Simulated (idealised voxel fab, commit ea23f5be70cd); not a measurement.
process module | voxel gate over fins
FYI the section here is cut, 155 nm wide, cells are 5 nm squares.
In what follows, cross-sections appear as grids of square cells, described through bands that run from the top down, where every band is one or more rows of cells.
A band entry consists of two parts. The first gives the height of the band's top and the height of its bottom, in nm. The rest lists the band's materials from left to right, each with its width in nm. A single material labelled with the word "edge to edge" fills the band from edge to edge, and the word "air" marks empty space.
Counting heights begins at 0, where everything beneath is, in the wafer as received, one material. The lowest band has no bottom; it goes on downwards, as "top 0, no bottom" shows.
When a width is written as two numbers, as in "30..40", the first number is the width in the top row of cells of the band and the second is the width in its bottom row, and the width changes by the same amount from each row to the next.
Take "nothing was modified" at face value: in the step it is given for, the cross-section changed in none of its cells.
Reported under the label "Entrapped void list" are the empty spaces having no open way to the top and comprising 8 cells or more; the notation for each is width x height at distance, in which the distance is measured from the left edge and all three values are in nm.
Heads up: the bit after the settings on a step's line is the simulator's remark on that step.
On any step carrying a mask, the "overlay nm" setting, if present on the step's line, tells how far right of its planned place the mask lay; negative values point to the left.
[Planned process steps]
1: RECEIVE (material Si)
2: CONFORMAL_DEP (material SiN; thk nm 5)
3: PATTERN (tone cover; mask id FINS; material resist; width nm 15; pitch nm 35; thk nm 15; overlay nm 0)
4: DIRECTIONAL_ETCH (etch materials SiN; depth nm 5)
5: DIRECTIONAL_ETCH (etch materials Si; depth nm 30)
6: STRIP (etch materials resist)
7: OXIDIZE (depth nm 5)
8: FILL_DEP (material SiO2; thk nm 15)
9: CMP (height nm 5)
10: SELECTIVE_ETCH (etch materials SiO2; depth nm 15)
11: STRIP (etch materials SiN)
12: CONFORMAL_DEP (material HfO2; thk nm 5)
13: CONFORMAL_DEP (material TiN; thk nm 5)
14: FILL_DEP (material W; thk nm 10)
15: CMP (height nm 15)
16: CONFORMAL_DEP (material SiCN; thk nm 10)
[Wafer at receipt (post step 1), cross-section]
	top 0, no bottom | Si edge to edge
	Entrapped void list: none
[End-of-module cross-section. Starting structure and process plan as above; one mistake made in running it]
	top 25, bottom 15 | SiCN edge to edge
	top 15, bottom 10 | W edge to edge
	top 10, bottom 5 | 45 of W | 25 of TiN | 10 of W | 25 of TiN | 50 of W
	top 5, bottom 0 | 45 of W | 5 of TiN | 15 of HfO2 | 5 of TiN | 10 of W | 5 of TiN | 15 of HfO2 | 5 of TiN | 50 of W
	top 0, bottom -5 | 50 of TiN | 5 of HfO2 | 5 of Si | 5 of HfO2 | 5 of TiN | 10 of W | 5 of TiN | 5 of HfO2 | 5 of Si | 5 of HfO2 | 55 of TiN
	top -5, bottom -10 | 40 of HfO2 | 10 of TiN | 5 of HfO2 | 5 of Si | 5 of HfO2 | 20 of TiN | 5 of HfO2 | 5 of Si | 5 of HfO2 | 10 of TiN | 45 of HfO2
	top -10, bottom -15 | 35 of SiO2 | 20 of HfO2 | 5 of Si | 30 of HfO2 | 5 of Si | 20 of HfO2 | 40 of SiO2
	top -15, bottom -35 | 55 of SiO2 | 5 of Si | 30 of SiO2 | 5 of Si | 60 of SiO2
	top -35, no bottom | Si edge to edge
	Entrapped void list: none
Want to know what went wrong? steps 10 and 11 were swapped
